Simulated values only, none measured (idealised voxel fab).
Process module heading - voxel released beams
The cross-section on display is named cut; it measures 285 nm wide, and its cells are 5 nm squares.
Heads up, the way a cross-section reads in here is a grid of square cells, handed over as bands from the top down, with every band being one or more rows of cells.
Within each band entry, the heights of the top and of the bottom of the band appear first, in that order and in nm; the materials of the band then follow from left to right, each with its corresponding width in nm. The designation "throughout" on a single material indicates that it fills the band from edge to edge; the designation "air" indicates empty space.
Heights from 0 (as-received wafer is one material below). Bottom band endless downward, as "from 0 down".
So if you see something like "30->40" for the width, read it as the top row of the band sitting at the first number and the bottom row at the second, with every row in between moving by the same amount as the last.
You'll sometimes find "no modifications" written for a step, and that's the way of saying that nowhere in the cross-section did a cell change during that step.
Under "Enclosed empty spaces" you'll find the enclosed gaps, the ones with no way out to the top, that are 8 cells or bigger; each reads width x height at distance, with distance counted from the left edge, everything in nm.
Read whatever lies past the settings on a step's line as the simulator's own remark about the step.
A step's line can hold "overlay nm"; with a mask on that step, the setting says how far right of the planned place the mask lay, while a negative setting says it lay to the left.
These are the steps we planned for the process:
- 1: RECEIVE [material Si]
- 2: CONFORMAL_DEP [material SiN] [thk nm 5]
- 3: DIRECTIONAL_DEP [material SiO2] [thk nm 10]
- 4: PATTERN [tone open] [mask id ANCHOR] [material resist] [width nm 35] [thk nm 15] [overlay nm 0]
- 5: DIRECTIONAL_ETCH [etch materials SiO2] [depth nm 10]
- 6: STRIP [etch materials resist]
- 7: CONFORMAL_DEP [material polySi] [thk nm 15]
- 8: DIRECTIONAL_DEP [material aC] [thk nm 10]
- 9: PATTERN [tone cover] [mask id BEAM] [material resist] [width nm 115] [thk nm 25] [overlay nm 0]
- 10: DIRECTIONAL_ETCH [etch materials aC] [depth nm 10]
- 11: STRIP [etch materials resist]
- 12: DIRECTIONAL_ETCH [etch materials polySi] [depth nm 15]
- 13: STRIP [etch materials aC]
- 14: STRIP [etch materials SiO2]
Cross-section: wafer on arrival = after step 1:
    from 0 down  Si throughout
    Enclosed empty spaces: none
First wafer at the end, as planned:
    from 30 to 20  air 80 nm; polySi 20 nm; air 5 nm; polySi 90 nm; air 90 nm
    from 20 to 15  air 80 nm; polySi 115 nm; air 90 nm
    from 15 to 5  air 85 nm; polySi 35 nm; air 165 nm
    from 5 to 0  SiN throughout
    from 0 down  Si throughout
    Enclosed empty spaces: none
Presented here is a cross-section of the second of the two wafers as it stood at the end of the module. It was started in the same manner and assigned the same plan as the first wafer; however, one mistake was made in its execution:
    from 40 to 30  air 80 nm; polySi 20 nm; air 5 nm; polySi 90 nm; air 90 nm
    from 30 to 25  air 80 nm; polySi 115 nm; air 90 nm
    from 25 to 15  air 85 nm; polySi 35 nm; air 165 nm
    from 15 to 0  SiN throughout
    from 0 down  Si throughout
    Enclosed empty spaces: none
Want to know what went wrong? off-plan run, step 2, actual operation and settings CONFORMAL_DEP [material SiN] [thk nm 15]
At the finish, the second wafer shows more or fewer cells for some materials than the first does: +114 SiN
